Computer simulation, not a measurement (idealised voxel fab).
The document below concerns the process module designated voxel self aligned vias.
Cross-section cut spans 295 nm and uses square cells 5 nm in size.
Reading order for cross-sections: top band down to bottom band. Underlying form: a grid of square cells. Band size: one or more rows of cells. Band: top height; bottom height; in nm. Then, left to right: material with width in nm, for each material. "everywhere": a single material spanning edge to edge. "empty": empty space. Heads up on the height convention: 0 is the point under which the incoming wafer is all one material, and the lowest band has no bottom, it just keeps going down, like "0 down". With a width like "30..40", each row of cells in the band differs from the next by the same amount, the top row carrying the first number and the bottom row the second. "left unchanged" (step): cross-section cells unchanged, all of them. "Enclosed empty spaces" enumerates empty spaces isolated from the top, with no open way to it, that contain at least 8 cells, giving each as width x height at distance from the left edge, all three in nm. Text after the settings on a step's line: the simulator's own remark on that step. You can add "overlay nm" to a step's line. For a step with a mask, it describes how far the mask lay to the right of its planned position, and a negative number describes a lay to the left. Read the rest as pairs. Take the cross-section before one process step, then the cross-section after it, which shows only down to the lowest band that changed. Under the pair, find the step between them and its settings. Bear in mind that pairs may come from different runs of this module on the same starting wafer: link a pair to the pair above it only where its entry headed "Status before step" says to.
**Status before step**
    60 to 40  SiO2 everywhere
    40 to 35  SiO2 (75); SiN (20); SiO2 (40); SiN (20); SiO2 (40); SiN (20); SiO2 (80)
    35 to 25  SiO2 (75); TiN (5); Ru (10); TiN (5); SiO2 (40); TiN (5); Ru (10); TiN (5); SiO2 (40); TiN (5); Ru (10); TiN (5); SiO2 (80)
    25 to 20  SiO2 (75); TiN (20); SiO2 (40); TiN (20); SiO2 (40); TiN (20); SiO2 (80)
    20 to 15  SiCN everywhere
    15 to 0  SiO2 everywhere
    0 down  Si everywhere
    Enclosed empty spaces: none
**Resultant Cross-Section**
    80 to 60  resist (70); empty (35); resist (25); empty (35); resist (25); empty (35); resist (70)
    Heights below 60 show no change.
    Enclosed empty spaces: none
It is this step that lies between the two cross-sections above: PATTERN with tone open, mask id VIAS, material resist, width nm 35, pitch nm 60, thk nm 20, overlay nm 0
Status before step: the cross-section after the pair above
**Resultant Cross-Section**
    80 to 60  resist (70); empty (35); resist (25); empty (35); resist (25); empty (35); resist (70)
    60 to 40  SiO2 (70); empty (35); SiO2 (25); empty (35); SiO2 (25); empty (35); SiO2 (70)
    Heights below 40 show no change.
    Enclosed empty spaces: none
It is this step that lies between the two cross-sections above: DIRECTIONAL_ETCH with etch materials SiO2, depth nm 20
Status before step: the cross-section after the pair above
**Resultant Cross-Section**
    80 to 60  resist (70); empty (35); resist (25); empty (35); resist (25); empty (35); resist (70)
    60 to 40  SiO2 (70); empty (35); SiO2 (25); empty (35); SiO2 (25); empty (35); SiO2 (70)
    40 to 35  SiO2 (75); empty (20); SiO2 (40); empty (20); SiO2 (40); empty (20); SiO2 (80)
    Heights below 35 show no change.
    Enclosed empty spaces: none
It is this step that lies between the two cross-sections above: DIRECTIONAL_ETCH with etch materials SiN, depth nm 5
Status before step: the cross-section after the pair above
**Resultant Cross-Section**
    60 to 40  SiO2 (70); empty (35); SiO2 (25); empty (35); SiO2 (25); empty (35); SiO2 (70)
    Heights below 40 show no change.
    Enclosed empty spaces: none
It is this step that lies between the two cross-sections above: STRIP with etch materials resist
Status before step: the cross-section after the pair above
**Resultant Cross-Section**
    65 to 60  TiN (75); empty (25); TiN (35); empty (25); TiN (35); empty (25); TiN (75)
    60 to 45  SiO2 (70); TiN (5); empty (25); TiN (5); SiO2 (25); TiN (5); empty (25); TiN (5); SiO2 (25); TiN (5); empty (25); TiN (5); SiO2 (70)
    45 to 40  SiO2 (70); TiN (10); empty (10); TiN (15); SiO2 (25); TiN (10); empty (10); TiN (15); SiO2 (25); TiN (10); empty (10); TiN (15); SiO2 (70)
    40 to 35  SiO2 (75); TiN (20); SiO2 (40); TiN (20); SiO2 (40); TiN (20); SiO2 (80)
    Heights below 35 show no change.
    Enclosed empty spaces: none
It is this step that lies between the two cross-sections above: CONFORMAL_DEP with material TiN, thk nm 5
Status before step: the cross-section after the pair above
**Resultant Cross-Section**
    75 to 65  Cu everywhere
    65 to 60  TiN (75); Cu (25); TiN (35); Cu (25); TiN (35); Cu (25); TiN (75)
    60 to 45  SiO2 (70); TiN (5); Cu (25); TiN (5); SiO2 (25); TiN (5); Cu (25); TiN (5); SiO2 (25); TiN (5); Cu (25); TiN (5); SiO2 (70)
    45 to 40  SiO2 (70); TiN (10); Cu (10); TiN (15); SiO2 (25); TiN (10); Cu (10); TiN (15); SiO2 (25); TiN (10); Cu (10); TiN (15); SiO2 (70)
    Heights below 40 show no change.
    Enclosed empty spaces: none
It is this step that lies between the two cross-sections above: FILL_DEP with material Cu, thk nm 10
Status before step: the cross-section after the pair above
**Resultant Cross-Section**
    60 to 45  SiO2 (70); TiN (5); Cu (25); TiN (5); SiO2 (25); TiN (5); Cu (25); TiN (5); SiO2 (25); TiN (5); Cu (25); TiN (5); SiO2 (70)
    Heights below 45 show no change.
    Enclosed empty spaces: none
It is this step that lies between the two cross-sections above: CMP with height nm 60
Status before step: the cross-section after the pair above
**Resultant Cross-Section**
    65 to 60  SiN everywhere
    Heights below 60 show no change.
    Enclosed empty spaces: none
It is this step that lies between the two cross-sections above: CONFORMAL_DEP with material SiN, thk nm 5
**Status before step**
    60 to 40  SiO2 everywhere
    40 to 35  SiO2 (75); SiN (20); SiO2 (40); SiN (20); SiO2 (40); SiN (20); SiO2 (80)
    35 to 25  SiO2 (75); TiN (5); Ru (10); TiN (5); SiO2 (40); TiN (5); Ru (10); TiN (5); SiO2 (40); TiN (5); Ru (10); TiN (5); SiO2 (80)
    25 to 20  SiO2 (75); TiN (20); SiO2 (40); TiN (20); SiO2 (40); TiN (20); SiO2 (80)
    20 to 15  SiCN everywhere
    15 to 0  SiO2 everywhere
    0 down  Si everywhere
    Enclosed empty spaces: none
**Resultant Cross-Section**
    80 to 60  resist (65); empty (30); resist (30); empty (30); resist (30); empty (30); resist (80)
    Heights below 60 show no change.
    Enclosed empty spaces: none
It is this step that lies between the two cross-sections above: PATTERN with tone open, mask id VIAS, material resist, width nm 30, pitch nm 60, thk nm 20, overlay nm -5
Status before step: the cross-section after the pair above
**Resultant Cross-Section**
    80 to 60  resist (65); empty (30); resist (30); empty (30); resist (30); empty (30); resist (80)
    60 to 40  SiO2 (65); empty (30); SiO2 (30); empty (30); SiO2 (30); empty (30); SiO2 (80)
    Heights below 40 show no change.
    Enclosed empty spaces: none
It is this step that lies between the two cross-sections above: DIRECTIONAL_ETCH with etch materials SiO2, depth nm 20
Status before step: the cross-section after the pair above
**Resultant Cross-Section**
    80 to 60  resist (65); empty (30); resist (30); empty (30); resist (30); empty (30); resist (80)
    60 to 40  SiO2 (65); empty (30); SiO2 (30); empty (30); SiO2 (30); empty (30); SiO2 (80)
    40 to 35  SiO2 (75); empty (20); SiO2 (40); empty (20); SiO2 (40); empty (20); SiO2 (80)
    Heights below 35 show no change.
    Enclosed empty spaces: none
It is this step that lies between the two cross-sections above: DIRECTIONAL_ETCH with etch materials SiN, depth nm 5
Status before step: the cross-section after the pair above
**Resultant Cross-Section**
    60 to 40  SiO2 (65); empty (30); SiO2 (30); empty (30); SiO2 (30); empty (30); SiO2 (80)
    Heights below 40 show no change.
    Enclosed empty spaces: none
It is this step that lies between the two cross-sections above: STRIP with etch materials resist
Status before step: the cross-section after the pair above
**Resultant Cross-Section**
    65 to 60  TiN (70); empty (20); TiN (40); empty (20); TiN (40); empty (20); TiN (85)
    60 to 45  SiO2 (65); TiN (5); empty (20); TiN (5); SiO2 (30); TiN (5); empty (20); TiN (5); SiO2 (30); TiN (5); empty (20); TiN (5); SiO2 (80)
    45 to 40  SiO2 (65); TiN (15); empty (10); TiN (5); SiO2 (30); TiN (15); empty (10); TiN (5); SiO2 (30); TiN (15); empty (10); TiN (5); SiO2 (80)
    40 to 35  SiO2 (75); TiN (20); SiO2 (40); TiN (20); SiO2 (40); TiN (20); SiO2 (80)
    Heights below 35 show no change.
    Enclosed empty spaces: none
It is this step that lies between the two cross-sections above: CONFORMAL_DEP with material TiN, thk nm 5
Status before step: the cross-section after the pair above
**Resultant Cross-Section**
    75 to 65  Cu everywhere
    65 to 60  TiN (70); Cu (20); TiN (40); Cu (20); TiN (40); Cu (20); TiN (85)
    60 to 45  SiO2 (65); TiN (5); Cu (20); TiN (5); SiO2 (30); TiN (5); Cu (20); TiN (5); SiO2 (30); TiN (5); Cu (20); TiN (5); SiO2 (80)
    45 to 40  SiO2 (65); TiN (15); Cu (10); TiN (5); SiO2 (30); TiN (15); Cu (10); TiN (5); SiO2 (30); TiN (15); Cu (10); TiN (5); SiO2 (80)
    Heights below 40 show no change.
    Enclosed empty spaces: none
It is this step that lies between the two cross-sections above: FILL_DEP with material Cu, thk nm 10
Status before step: the cross-section after the pair above
**Resultant Cross-Section**
    60 to 45  SiO2 (65); TiN (5); Cu (20); TiN (5); SiO2 (30); TiN (5); Cu (20); TiN (5); SiO2 (30); TiN (5); Cu (20); TiN (5); SiO2 (80)
    Heights below 45 show no change.
    Enclosed empty spaces: none
It is this step that lies between the two cross-sections above: CMP with height nm 60
Status before step: the cross-section after the pair above
**Resultant Cross-Section**
    65 to 60  SiN everywhere
    Heights below 60 show no change.
    Enclosed empty spaces: none
It is this step that lies between the two cross-sections above: CONFORMAL_DEP with material SiN, thk nm 5
**Status before step**
    40 to 20  SiO2 (75); empty (20); SiO2 (40); empty (20); SiO2 (40); empty (20); SiO2 (80)
    20 to 15  SiCN everywhere
    15 to 0  SiO2 everywhere
    0 down  Si everywhere
    Enclosed empty spaces: none
**Resultant Cross-Section**
    45 to 40  SiN (80); empty (10); SiN (50); empty (10); SiN (50); empty (10); SiN (85)
    40 to 25  SiO2 (75); SiN (5); empty (10); SiN (5); SiO2 (40); SiN (5); empty (10); SiN (5); SiO2 (40); SiN (5); empty (10); SiN (5); SiO2 (80)
    25 to 20  SiO2 (75); SiN (20); SiO2 (40); SiN (20); SiO2 (40); SiN (20); SiO2 (80)
    Heights below 20 show no change.
    Enclosed empty spaces: none
It is this step that lies between the two cross-sections above: CONFORMAL_DEP with material SiN, thk nm 5
Status before step: the cross-section after the pair above
**Resultant Cross-Section**
    50 to 45  Ru everywhere
    45 to 40  SiN (80); Ru (10); SiN (50); Ru (10); SiN (50); Ru (10); SiN (85)
    40 to 25  SiO2 (75); SiN (5); Ru (10); SiN (5); SiO2 (40); SiN (5); Ru (10); SiN (5); SiO2 (40); SiN (5); Ru (10); SiN (5); SiO2 (80)
    Heights below 25 show no change.
    Enclosed empty spaces: none
It is this step that lies between the two cross-sections above: FILL_DEP with material Ru, thk nm 5
Status before step: the cross-section after the pair above
**Resultant Cross-Section**
    40 to 25  SiO2 (75); SiN (5); Ru (10); SiN (5); SiO2 (40); SiN (5); Ru (10); SiN (5); SiO2 (40); SiN (5); Ru (10); SiN (5); SiO2 (80)
    Heights below 25 show no change.
    Enclosed empty spaces: none
It is this step that lies between the two cross-sections above: CMP with height nm 40
Status before step: the cross-section after the pair above
**Resultant Cross-Section**
    40 to 35  SiO2 (75); SiN (5); empty (10); SiN (5); SiO2 (40); SiN (5); empty (10); SiN (5); SiO2 (40); SiN (5); empty (10); SiN (5); SiO2 (80)
    Heights below 35 show no change.
    Enclosed empty spaces: none
It is this step that lies between the two cross-sections above: SELECTIVE_ETCH with etch materials W Ru TiN, depth nm 5
Status before step: the cross-section after the pair above
**Resultant Cross-Section**
    45 to 40  SiN everywhere
    40 to 35  SiO2 (75); SiN (20); SiO2 (40); SiN (20); SiO2 (40); SiN (20); SiO2 (80)
    Heights below 35 show no change.
    Enclosed empty spaces: none
It is this step that lies between the two cross-sections above: FILL_DEP with material SiN, thk nm 5
Status before step: the cross-section after the pair above
**Resultant Cross-Section**
    40 to 35  SiO2 (75); SiN (20); SiO2 (40); SiN (20); SiO2 (40); SiN (20); SiO2 (80)
    Heights below 35 show no change.
    Enclosed empty spaces: none
It is this step that lies between the two cross-sections above: CMP with height nm 40
Status before step: the cross-section after the pair above
**Resultant Cross-Section**
    60 to 40  SiO2 everywhere
    Heights below 40 show no change.
    Enclosed empty spaces: none
It is this step that lies between the two cross-sections above: DIRECTIONAL_DEP with material SiO2, thk nm 20
Status before step: the cross-section after the pair above
**Resultant Cross-Section**
    80 to 60  resist (70); empty (30); resist (30); empty (30); resist (30); empty (30); resist (75)
    Heights below 60 show no change.
    Enclosed empty spaces: none
It is this step that lies between the two cross-sections above: PATTERN with tone open, mask id VIAS, material resist, width nm 30, pitch nm 60, thk nm 20, overlay nm 0
Status before step: the cross-section after the pair above
**Resultant Cross-Section**
    80 to 60  resist (70); empty (30); resist (30); empty (30); resist (30); empty (30); resist (75)
    60 to 40  SiO2 (70); empty (30); SiO2 (30); empty (30); SiO2 (30); empty (30); SiO2 (75)
    Heights below 40 show no change.
    Enclosed empty spaces: none
It is this step that lies between the two cross-sections above: DIRECTIONAL_ETCH with etch materials SiO2, depth nm 20
Status before step: the cross-section after the pair above
**Resultant Cross-Section**
    80 to 60  resist (70); empty (30); resist (30); empty (30); resist (30); empty (30); resist (75)
    60 to 40  SiO2 (70); empty (30); SiO2 (30); empty (30); SiO2 (30); empty (30); SiO2 (75)
    40 to 35  SiO2 (75); empty (20); SiO2 (40); empty (20); SiO2 (40); empty (20); SiO2 (80)
    Heights below 35 show no change.
    Enclosed empty spaces: none
It is this step that lies between the two cross-sections above: DIRECTIONAL_ETCH with etch materials SiN, depth nm 5
Status before step: the cross-section after the pair above
**Resultant Cross-Section**
    60 to 40  SiO2 (70); empty (30); SiO2 (30); empty (30); SiO2 (30); empty (30); SiO2 (75)
    Heights below 40 show no change.
    Enclosed empty spaces: none
It is this step that lies between the two cross-sections above: STRIP with etch materials resist
Status before step: the cross-section after the pair above
**Resultant Cross-Section**
    65 to 60  TiN (75); empty (20); TiN (40); empty (20); TiN (40); empty (20); TiN (80)
    60 to 45  SiO2 (70); TiN (5); empty (20); TiN (5); SiO2 (30); TiN (5); empty (20); TiN (5); SiO2 (30); TiN (5); empty (20); TiN (5); SiO2 (75)
    45 to 40  SiO2 (70); TiN (10); empty (10); TiN (10); SiO2 (30); TiN (10); empty (10); TiN (10); SiO2 (30); TiN (10); empty (10); TiN (10); SiO2 (75)
    40 to 35  SiO2 (75); TiN (20); SiO2 (40); TiN (20); SiO2 (40); TiN (20); SiO2 (80)
    Heights below 35 show no change.
    Enclosed empty spaces: none
It is this step that lies between the two cross-sections above: CONFORMAL_DEP with material TiN, thk nm 5
Status before step: the cross-section after the pair above
**Resultant Cross-Section**
    75 to 65  Cu everywhere
    65 to 60  TiN (75); Cu (20); TiN (40); Cu (20); TiN (40); Cu (20); TiN (80)
    60 to 45  SiO2 (70); TiN (5); Cu (20); TiN (5); SiO2 (30); TiN (5); Cu (20); TiN (5); SiO2 (30); TiN (5); Cu (20); TiN (5); SiO2 (75)
    45 to 40  SiO2 (70); TiN (10); Cu (10); TiN (10); SiO2 (30); TiN (10); Cu (10); TiN (10); SiO2 (30); TiN (10); Cu (10); TiN (10); SiO2 (75)
    Heights below 40 show no change.
    Enclosed empty spaces: none
It is this step that lies between the two cross-sections above: FILL_DEP with material Cu, thk nm 10
Status before step: the cross-section after the pair above
**Resultant Cross-Section**
    60 to 45  SiO2 (70); TiN (5); Cu (20); TiN (5); SiO2 (30); TiN (5); Cu (20); TiN (5); SiO2 (30); TiN (5); Cu (20); TiN (5); SiO2 (75)
    Heights below 45 show no change.
    Enclosed empty spaces: none
It is this step that lies between the two cross-sections above: CMP with height nm 60
Status before step: the cross-section after the pair above
**Resultant Cross-Section**
    65 to 60  SiN everywhere
    Heights below 60 show no change.
    Enclosed empty spaces: none
It is this step that lies between the two cross-sections above: CONFORMAL_DEP with material SiN, thk nm 5
**Status before step**
    60 to 40  SiO2 everywhere
    40 to 35  SiO2 (75); SiN (20); SiO2 (40); SiN (20); SiO2 (40); SiN (20); SiO2 (80)
    35 to 25  SiO2 (75); TiN (5); Ru (10); TiN (5); SiO2 (40); TiN (5); Ru (10); TiN (5); SiO2 (40); TiN (5); Ru (10); TiN (5); SiO2 (80)
    25 to 20  SiO2 (75); TiN (20); SiO2 (40); TiN (20); SiO2 (40); TiN (20); SiO2 (80)
    20 to 15  SiCN everywhere
    15 to 0  SiO2 everywhere
    0 down  Si everywhere
    Enclosed empty spaces: none
**Resultant Cross-Section**
    80 to 60  empty (70); resist (30); empty (30); resist (30); empty (30); resist (30); empty (75)
    Heights below 60 show no change.
    Enclosed empty spaces: none
It is this step that lies between the two cross-sections above: PATTERN with tone cover, mask id VIAS, material resist, width nm 30, pitch nm 60, thk nm 20, overlay nm 0
Status before step: the cross-section after the pair above
**Resultant Cross-Section**
    80 to 60  empty (70); resist (30); empty (30); resist (30); empty (30); resist (30); empty (75)
    60 to 40  empty (70); SiO2 (30); empty (30); SiO2 (30); empty (30); SiO2 (30); empty (75)
    Heights below 40 show no change.
    Enclosed empty spaces: none
It is this step that lies between the two cross-sections above: DIRECTIONAL_ETCH with etch materials SiO2, depth nm 20
Status before step: the cross-section after the pair above
**Resultant Cross-Section**
    60 to 40  empty (70); SiO2 (30); empty (30); SiO2 (30); empty (30); SiO2 (30); empty (75)
    Heights below 40 show no change.
    Enclosed empty spaces: none
It is this step that lies between the two cross-sections above: STRIP with etch materials resist
Status before step: the cross-section after the pair above
**Resultant Cross-Section**
    65 to 60  empty (65); TiN (40); empty (20); TiN (40); empty (20); TiN (40); empty (70)
    60 to 45  empty (65); TiN (5); SiO2 (30); TiN (5); empty (20); TiN (5); SiO2 (30); TiN (5); empty (20); TiN (5); SiO2 (30); TiN (5); empty (70)
    45 to 40  TiN (70); SiO2 (30); TiN (30); SiO2 (30); TiN (30); SiO2 (30); TiN (75)
    Heights below 40 show no change.
    Enclosed empty spaces: none
It is this step that lies between the two cross-sections above: CONFORMAL_DEP with material TiN, thk nm 5
Status before step: the cross-section after the pair above
**Resultant Cross-Section**
    75 to 65  Cu everywhere
    65 to 60  Cu (65); TiN (40); Cu (20); TiN (40); Cu (20); TiN (40); Cu (70)
    60 to 45  Cu (65); TiN (5); SiO2 (30); TiN (5); Cu (20); TiN (5); SiO2 (30); TiN (5); Cu (20); TiN (5); SiO2 (30); TiN (5); Cu (70)
    Heights below 45 show no change.
    Enclosed empty spaces: none
It is this step that lies between the two cross-sections above: FILL_DEP with material Cu, thk nm 10
Status before step: the cross-section after the pair above
**Resultant Cross-Section**
    60 to 45  Cu (65); TiN (5); SiO2 (30); TiN (5); Cu (20); TiN (5); SiO2 (30); TiN (5); Cu (20); TiN (5); SiO2 (30); TiN (5); Cu (70)
    Heights below 45 show no change.
    Enclosed empty spaces: none
It is this step that lies between the two cross-sections above: CMP with height nm 60
Status before step: the cross-section after the pair above
**Resultant Cross-Section**
    65 to 60  SiN everywhere
    Heights below 60 show no change.
    Enclosed empty spaces: none
It is this step that lies between the two cross-sections above: CONFORMAL_DEP with material SiN, thk nm 5
